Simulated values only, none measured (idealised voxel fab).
process module | voxel ribs on slabs
cross-section cut | 170 nm wide | cells 5 nm
A cross-section is a grid of square cells, given in bands from the top down. A band is one or more rows of cells.
Each band's line starts with the height of the band's top and of its bottom, in nm. Then come its materials from left to right, each with its width in nm. One material with "throughout" fills the band from edge to edge. "air" is empty space.
Height 0 is the level under which the wafer as received is all one material. The lowest band goes on downwards, as in "0 down".
A width such as "30 to 40" changes by the same amount from each row of cells to the next, from the band's top row to its bottom row.
"no change" after a step means that no cell of the cross-section changed.
closed voids: empty space of 8 cells or more with no open way to the top, each as width x height at its distance from the left edge, in nm
after a step's settings: what the simulator itself notes on the step
overlay nm, on a step with a mask: how far to the right of its planned place the mask lay; to the left if negative
plan
1 op RECEIVE | material Si
2 op DIRECTIONAL_DEP | material SiO2 | thk nm 30
3 op DIRECTIONAL_DEP | material SiN | thk nm 15
4 op PATTERN | tone cover | mask id RIB | material resist | width nm 30 | thk nm 20 | overlay nm 0
5 op DIRECTIONAL_ETCH | etch materials SiN | depth nm 10
6 op STRIP | etch materials resist
7 op DIRECTIONAL_DEP | material aC | thk nm 10
8 op PATTERN | tone cover | mask id SLAB | material resist | width nm 60 | thk nm 25 | overlay nm 0
9 op DIRECTIONAL_ETCH | etch materials aC | depth nm 10
10 op STRIP | etch materials resist
11 op DIRECTIONAL_ETCH | etch materials SiN | depth nm 5
12 op STRIP | etch materials aC
13 op FILL_DEP | material SiO2 | thk nm 30
14 op CMP | height nm 65
15 op DIRECTIONAL_DEP | material W | thk nm 5
16 op PATTERN | tone cover | mask id HEATER | material resist | width nm 30 | thk nm 20 | overlay nm 0
17 op DIRECTIONAL_ETCH | etch materials W | depth nm 5
18 op STRIP | etch materials resist
19 op CONFORMAL_DEP | material SiN | thk nm 10
varied across the wafers: width nm of step 16. The plan shows the first wafer's value. All wafers start alike
first wafer as received, after step 1
  0 down: Si throughout
  closed voids: none
first wafer at the end, after step 19
  80 to 75: air 60 | SiN 50 | air 60
  75 to 70: SiN throughout
  70 to 65: SiN 70 | W 30 | SiN 70
  65 to 45: SiO2 throughout
  45 to 35: SiO2 70 | SiN 30 | SiO2 70
  35 to 30: SiO2 55 | SiN 60 | SiO2 55
  30 to 0: SiO2 throughout
  0 down: Si throughout
  closed voids: none
last wafer at the end
  80 to 75: air 50 | SiN 75 | air 45
  75 to 70: SiN throughout
  70 to 65: SiN 60 | W 55 | SiN 55
  65 to 45: SiO2 throughout
  45 to 35: SiO2 70 | SiN 30 | SiO2 70
  35 to 30: SiO2 55 | SiN 60 | SiO2 55
  30 to 0: SiO2 throughout
  0 down: Si throughout
  closed voids: none
each wafer at the end: cells of each material gained (+) or lost (-) since it was received, then its closed voids
width nm 30 | +96 SiN | +418 SiO2 | +6 W | closed voids: none
width nm 35 | +96 SiN | +418 SiO2 | +7 W | closed voids: none
width nm 40 | +96 SiN | +418 SiO2 | +8 W | closed voids: none
width nm 45 | +96 SiN | +418 SiO2 | +9 W | closed voids: none
width nm 50 | +96 SiN | +418 SiO2 | +10 W | closed voids: none
width nm 55 | +96 SiN | +418 SiO2 | +11 W | closed voids: none
